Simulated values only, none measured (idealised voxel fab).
process module | voxel ribs on slabs
cross-section cut | 180 nm wide | cells 5 nm
A cross-section is a grid of square cells, given in bands from the top down. A band is one or more rows of cells.
Each band's line starts with the height of the band's top and of its bottom, in nm. Then come its materials from left to right, each with its width in nm. One material with "throughout" fills the band from edge to edge. "air" is empty space.
Height 0 is the level under which the wafer as received is all one material. The lowest band goes on downwards, as in "0 down".
A width such as "30 to 40" changes by the same amount from each row of cells to the next, from the band's top row to its bottom row.
"no change" after a step means that no cell of the cross-section changed.
closed voids: empty space of 8 cells or more with no open way to the top, each as width x height at its distance from the left edge, in nm
after a step's settings: what the simulator itself notes on the step
overlay nm, on a step with a mask: how far to the right of its planned place the mask lay; to the left if negative
plan
1 op RECEIVE | material Si
2 op DIRECTIONAL_DEP | material SiO2 | thk nm 25
3 op DIRECTIONAL_DEP | material polySi | thk nm 15
4 op DIRECTIONAL_DEP | material aC | thk nm 10
5 op PATTERN | tone cover | mask id RIB | material resist | width nm 20 | thk nm 30 | overlay nm 0
6 op DIRECTIONAL_ETCH | etch materials aC | depth nm 10
7 op STRIP | etch materials resist
8 op DIRECTIONAL_ETCH | etch materials polySi | depth nm 10
9 op STRIP | etch materials aC
10 op PATTERN | tone cover | mask id SLAB | material resist | width nm 70 | thk nm 15 | overlay nm 0
11 op DIRECTIONAL_ETCH | etch materials polySi | depth nm 5
12 op STRIP | etch materials resist
13 op FILL_DEP | material SiO2 | thk nm 25
14 op CMP | height nm 55
15 op DIRECTIONAL_DEP | material TiN | thk nm 10
16 op PATTERN | tone cover | mask id HEATER | material resist | width nm 30 | thk nm 15 | overlay nm 0
17 op DIRECTIONAL_ETCH | etch materials TiN | depth nm 10
18 op STRIP | etch materials resist
19 op CONFORMAL_DEP | material SiN | thk nm 5
as received, after step 1
  0 down: Si throughout
  closed voids: none
a wafer at the end: this start, this plan, one mistake
  70 to 65: air 70 | SiN 40 | air 70
  65 to 60: air 70 | SiN 5 | TiN 30 | SiN 5 | air 70
  60 to 55: SiN 75 | TiN 30 | SiN 75
  55 to 45: SiO2 80 | polySi 20 | SiO2 80
  45 to 40: SiO2 55 | polySi 70 | SiO2 55
  40 to 25: polySi throughout
  25 to 0: SiO2 throughout
  0 down: Si throughout
  closed voids: none
what went wrong: step 3 was run twice
